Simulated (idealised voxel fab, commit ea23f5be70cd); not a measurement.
Title: Process Module voxel ribs on slabs
The cross-section on display is named cut; it measures 285 nm wide, and its cells are 5 nm squares.
Bands, listed from the top down, are how a cross-section gets written in this document; the cross-section itself is a grid of square cells, and a band is one or more rows of them.
Per band: top height and bottom height in nm, followed by the left-to-right materials and their widths in nm; "everywhere" marks a single material spanning edge to edge, "empty" marks empty space.
The level at which height equals 0 is the one under which the wafer, as it arrives, is entirely one material. No lower edge exists for the bottom band, which continues downward and is notated as in "from 0 down".
The width entry "30..40" should be interpreted row by row: the top row of cells in the band takes the first number, the bottom row takes the second number, and the change between adjacent rows is uniform throughout.
"left unchanged" after a step means that no cell of the cross-section changed.
The label "Fully sealed voids" introduces a list of the empty spaces, 8 cells or larger, that have no open way up to the top; each entry in it reads width x height at distance, where the distance is taken from the left edge and all three are stated in nm.
Text after the settings on a step's line: the simulator's own remark on that step.
Regarding "overlay nm": on a step with a mask, it is the distance the mask lay to the right of its planned place; a negative value places it to the left.
[Set out below are the planned steps of the process]
1 RECEIVE,material Si
2 DIRECTIONAL_DEP,material SiO2,thk nm 30
3 DIRECTIONAL_DEP,material SiN,thk nm 15
4 PATTERN,tone cover,mask id RIB,material resist,width nm 25,thk nm 20,overlay nm 0
5 DIRECTIONAL_ETCH,etch materials SiN,depth nm 5
6 STRIP,etch materials resist
7 MASKED_ETCH,tone cover,mask id SLAB,width nm 55,etch materials SiN,depth nm 10,overlay nm 0
8 FILL_DEP,material SiO2,thk nm 20
9 CMP,height nm 55
10 DIRECTIONAL_DEP,material W,thk nm 10
11 MASKED_ETCH,tone cover,mask id HEATER,width nm 35,etch materials W,depth nm 10,overlay nm 0
12 CONFORMAL_DEP,material SiO2,thk nm 5
[Cross-sectional view of the wafer in its as-received condition, corresponding to the state after step 1]
> from 0 down = Si everywhere
> Fully sealed voids: none
[Same starting wafer, same plan as above, one mistake in the execution; this is the cross-section at the end of the module]
> from 70 to 65 = 120 of empty, then 45 of SiO2, then 120 of empty
> from 65 to 60 = 120 of empty, then 5 of SiO2, then 35 of W, then 5 of SiO2, then 120 of empty
> from 60 to 55 = 125 of SiO2, then 35 of W, then 125 of SiO2
> from 55 to 40 = SiO2 everywhere
> from 40 to 30 = 115 of SiO2, then 15 of SiN, then 25 of SiO2, then 15 of SiN, then 115 of SiO2
> from 30 to 0 = SiO2 everywhere
> from 0 down = Si everywhere
> Fully sealed voids: none
What was the processing mistake? steps 3 and 4: order swapped relative to plan
